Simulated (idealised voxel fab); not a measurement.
Process module under the name voxel fin reveal
Cross-section cut spans 275 nm and uses square cells 5 nm in size.
We lay out every cross-section as a grid of square cells and spell it out in bands from the top down, where one band means one or more rows of cells. Band: top height; bottom height; in nm. Then, left to right: material with width in nm, for each material. "full width": a single material spanning edge to edge. "blank": empty space. Beneath 0, the wafer as received is one material, and that level is where height counting begins. The lowest band goes on downward without a bottom; it is written like "top 0, no bottom". Top row gets the first number, bottom row gets the second, and each row in between changes by the same step: that is how a band width like "30..40" works. "nothing was modified" after a step means that no cell of the cross-section changed. Closed-off voids of 8+ cells (no open route to the top) go in "Voids, fully enclosed", written width x height at distance from the left edge, in nm. Step line, after settings: the simulator's comment on this step. You can add "overlay nm" to a step's line. For a step with a mask, it describes how far the mask lay to the right of its planned position, and a negative number describes a lay to the left.

## Planned step list for the process
- 1: RECEIVE with material Si
- 2: CONFORMAL_DEP with material SiN, thk nm 5
- 3: MASKED_ETCH with tone cover, mask id FINS, width nm 15, pitch nm 35, etch materials SiN, depth nm 5, overlay nm 0
- 4: MASKED_ETCH with tone cover, mask id FINS, width nm 15, pitch nm 35, etch materials Si, depth nm 40, overlay nm 0
- 5: OXIDIZE with depth nm 5
- 6: FILL_DEP with material SiO2, thk nm 15
- 7: CMP with height nm 5
- 8: SELECTIVE_ETCH with etch materials SiO2, depth nm 20
- 9: STRIP with etch materials SiN

## Below: the first of two wafers, run as planned

## as received, after step 1
    top 0, no bottom | Si full width
    Voids, fully enclosed: none

## State of the wafer after step 2, shown in cross-section
    top 5, bottom 0 | SiN full width
    For the remainder of the cross-section, below 0, there is no change.

## State of the wafer after step 3, shown in cross-section
    top 5, bottom 0 | blank=75 | SiN=15 | blank=20 | SiN=15 | blank=20 | SiN=15 | blank=20 | SiN=15 | blank=80
    For the remainder of the cross-section, below 0, there is no change.

## State of the wafer after step 4, shown in cross-section
    top 5, bottom 0 | blank=75 | SiN=15 | blank=20 | SiN=15 | blank=20 | SiN=15 | blank=20 | SiN=15 | blank=80
    top 0, bottom -40 | blank=75 | Si=15 | blank=20 | Si=15 | blank=20 | Si=15 | blank=20 | Si=15 | blank=80
    For the remainder of the cross-section, below -40, there is no change.

## State of the wafer after step 5, shown in cross-section
    top 5, bottom 0 | blank=75 | SiN=15 | blank=20 | SiN=15 | blank=20 | SiN=15 | blank=20 | SiN=15 | blank=80
    top 0, bottom -40 | blank=75 | SiO2=5 | Si=5 | SiO2=5 | blank=20 | SiO2=5 | Si=5 | SiO2=5 | blank=20 | SiO2=5 | Si=5 | SiO2=5 | blank=20 | SiO2=5 | Si=5 | SiO2=5 | blank=80
    top -40, bottom -45 | SiO2=80 | Si=5 | SiO2=30 | Si=5 | SiO2=30 | Si=5 | SiO2=30 | Si=5 | SiO2=85
    For the remainder of the cross-section, below -45, there is no change.

## State of the wafer after step 6, shown in cross-section
    top 20, bottom 5 | SiO2 full width
    top 5, bottom 0 | SiO2=75 | SiN=15 | SiO2=20 | SiN=15 | SiO2=20 | SiN=15 | SiO2=20 | SiN=15 | SiO2=80
    top 0, bottom -45 | SiO2=80 | Si=5 | SiO2=30 | Si=5 | SiO2=30 | Si=5 | SiO2=30 | Si=5 | SiO2=85
    For the remainder of the cross-section, below -45, there is no change.

## State of the wafer after step 7, shown in cross-section
    top 5, bottom 0 | SiO2=75 | SiN=15 | SiO2=20 | SiN=15 | SiO2=20 | SiN=15 | SiO2=20 | SiN=15 | SiO2=80
    For the remainder of the cross-section, below 0, there is no change.

## State of the wafer after step 8, shown in cross-section
    top 5, bottom 0 | blank=75 | SiN=15 | blank=20 | SiN=15 | blank=20 | SiN=15 | blank=20 | SiN=15 | blank=80
    top 0, bottom -15 | blank=80 | Si=5 | blank=30 | Si=5 | blank=30 | Si=5 | blank=30 | Si=5 | blank=85
    For the remainder of the cross-section, below -15, there is no change.

## State of the wafer after step 9, shown in cross-section
    top 0, bottom -15 | blank=80 | Si=5 | blank=30 | Si=5 | blank=30 | Si=5 | blank=30 | Si=5 | blank=85
    For the remainder of the cross-section, below -15, there is no change.

## Second Wafer (Identical Start and Plan, One Processing Error; Matches First Wafer Through Step 7)

## What the second wafer looks like in cross-section when step 8 should have wrapped up
    top 5, bottom 0 | blank=75 | SiN=15 | blank=20 | SiN=15 | blank=20 | SiN=15 | blank=20 | SiN=15 | blank=80
    top 0, bottom -35 | blank=80 | Si=5 | blank=30 | Si=5 | blank=30 | Si=5 | blank=30 | Si=5 | blank=85
    For the remainder of the cross-section, below -35, there is no change.

## What the second wafer looks like in cross-section when step 9 should have wrapped up
    top 0, bottom -35 | blank=80 | Si=5 | blank=30 | Si=5 | blank=30 | Si=5 | blank=30 | Si=5 | blank=85
    For the remainder of the cross-section, below -35, there is no change.
What went wrong in running the wafer? step 8 in the plan was executed twice
It is noted that, at the conclusion of processing, the second wafer exhibits a higher or lower cell count for certain materials relative to the first: 204 fewer of SiO2
